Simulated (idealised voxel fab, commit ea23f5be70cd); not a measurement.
The name of this process module is voxel air gaps.
240 nm wide, 5 nm square cells: that's cross-section cut.
How to read a cross-section here: the picture is a grid of square cells, written as bands going from the top down, and any band can span one or more rows of cells. Quick guide to a band line: top height, bottom height (nm) up front; then every material left to right with its width in nm. Only one material and it's marked "everywhere"? Then it fills the band edge to edge. And "air" just means empty space. Ref level 0: as-received wafer is one material below here. Bottom band extends down with no lower bound ("top 0, no bottom"). So if you see something like "30..40" for the width, read it as the top row of the band sitting at the first number and the bottom row at the second, with every row in between moving by the same amount as the last. The designation "same as before", where it is given for a processing step, indicates that no cell of the cross-section was altered in the course of that step. So "Unvented internal voids" is basically the list of trapped voids: any empty space of 8 cells or more that can't reach the top through an opening. They're written width x height at distance, the distance being from the left edge, and it's all nm. The remark found on a step's line after its settings is issued by the simulator itself and pertains to that step. overlay nm: how far to the right of its planned place the mask lay on this masked step (negative: to the left).

**Steps planned for the process**
step 1: RECEIVE, material Si
step 2: CONFORMAL_DEP, material SiO2, thk nm 10
step 3: CONFORMAL_DEP, material SiCN, thk nm 5
step 4: DIRECTIONAL_DEP, material SiO2, thk nm 40
step 5: MASKED_ETCH, tone open, mask id LINES, width nm 15, pitch nm 45, etch materials SiO2, depth nm 40, overlay nm 0
step 6: CONFORMAL_DEP, material TiN, thk nm 5
step 7: FILL_DEP, material Cu, thk nm 10
step 8: CMP, height nm 45
step 9: EPI, material Ru, thk nm 10
step 10: SELECTIVE_ETCH, etch materials SiO2, depth nm 50
step 11: CONFORMAL_DEP, material SiCN, thk nm 5
Every wafer here starts from the same state; it is the step 8 height nm that distinguishes them, and the value the plan gives belongs to the first wafer.

**Cross-sectional view of the first of several wafers in the as-received condition, corresponding to the state following step 1**
* top 0, no bottom | Si everywhere
* Unvented internal voids: none

**Every row in this table is a wafer at the end of the module, and it gives, for each of the materials, the cells that wafer has gained (+) or lost (-) since it was received, then its closed voids**
height nm 45; +20 Cu; +56 Ru; +192 SiCN; +96 SiO2; +52 TiN; Unvented internal voids: 20 x 20 at 65; 20 x 20 at 110; 20 x 20 at 155
height nm 50; +24 Cu; +56 Ru; +200 SiCN; +96 SiO2; +60 TiN; Unvented internal voids: 20 x 25 at 65; 20 x 25 at 110; 20 x 25 at 155
height nm 55; +28 Cu; +56 Ru; +208 SiCN; +96 SiO2; +68 TiN; Unvented internal voids: 20 x 30 at 65; 20 x 30 at 110; 20 x 30 at 155
height nm 60; +32 Cu; +96 Ru; +96 SiCN; +384 SiO2; +112 TiN; Unvented internal voids: none
height nm 65; +80 Cu; +96 Ru; +96 SiCN; +384 SiO2; +112 TiN; Unvented internal voids: none
height nm 70; +128 Cu; +96 Ru; +96 SiCN; +384 SiO2; +112 TiN; Unvented internal voids: none
